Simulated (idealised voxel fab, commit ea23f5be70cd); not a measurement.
Process module name: voxel double patterning
Xsec cut, 270 nm wide, square cell size 5 nm.
Format of a cross-section: grid, square cells. Given as bands. Order: top down. Band: one or more rows of cells. Read a band's entry like this: the first values are the height of its top and the height of its bottom in nm, and what follows is the sequence of materials from left to right, each with its width in nm. Note that "empty" is empty space, and that a single material marked "full width" reaches across the band from edge to edge. Heights are reckoned from 0. Under this level, the received wafer is all of one material. The bottommost band is open-ended downward, for example "0..down". Note: "30->40" means the width goes from the first number (top row of the band) to the second number (bottom row) in equal steps per row of cells. A step reported as "no modification" is a step in which no cell of the cross-section changed. The entry titled "Trapped voids" provides the empty spaces that have no open way to the top, restricted to those of 8 cells or more. Each is presented as width x height at distance, the distance being measured from the left edge, with all three in nm. Formally, on a step line, whatever follows the settings is a remark that the simulator itself makes on the step. On any step carrying a mask, the "overlay nm" setting, if present on the step's line, tells how far right of its planned place the mask lay; negative values point to the left.
This section lists the process steps that were planned
1: op RECEIVE | material Si
2: op CONFORMAL_DEP | material SiO2 | thk nm 10
3: op DIRECTIONAL_DEP | material TiN | thk nm 20
4: op DIRECTIONAL_DEP | material SiN | thk nm 5
5: op DIRECTIONAL_DEP | material aC | thk nm 10
6: op PATTERN | tone open | mask id FIRST | material resist | width nm 15 | pitch nm 50 | thk nm 30 | overlay nm 0
7: op DIRECTIONAL_ETCH | etch materials aC | depth nm 10
8: op STRIP | etch materials resist
9: op DIRECTIONAL_ETCH | etch materials SiN | depth nm 5
10: op STRIP | etch materials aC
11: op DIRECTIONAL_DEP | material aC | thk nm 10
12: op PATTERN | tone open | mask id SECOND | material resist | width nm 15 | pitch nm 50 | thk nm 30 | overlay nm 0
13: op DIRECTIONAL_ETCH | etch materials aC | depth nm 10
14: op STRIP | etch materials resist
15: op DIRECTIONAL_ETCH | etch materials SiN | depth nm 5
16: op STRIP | etch materials aC
17: op DIRECTIONAL_ETCH | etch materials TiN | depth nm 20
18: op STRIP | etch materials SiN
The width nm used in step 12 is not the same on every wafer, whereas the starting condition is; the value printed in the plan is the first wafer's.
Cross-section, first of several wafers, as delivered after step 1
    0..down = Si full width
    Trapped voids: none
Every row in this table is a wafer at the end of the module, and it gives, for each of the materials, the cells that wafer has gained (+) or lost (-) since it was received, then its closed voids
width nm 15, +108 SiO2, +156 TiN, Trapped voids: none
width nm 20, +108 SiO2, +148 TiN, Trapped voids: none
width nm 25, +108 SiO2, +140 TiN, Trapped voids: none
width nm 30, +108 SiO2, +132 TiN, Trapped voids: none
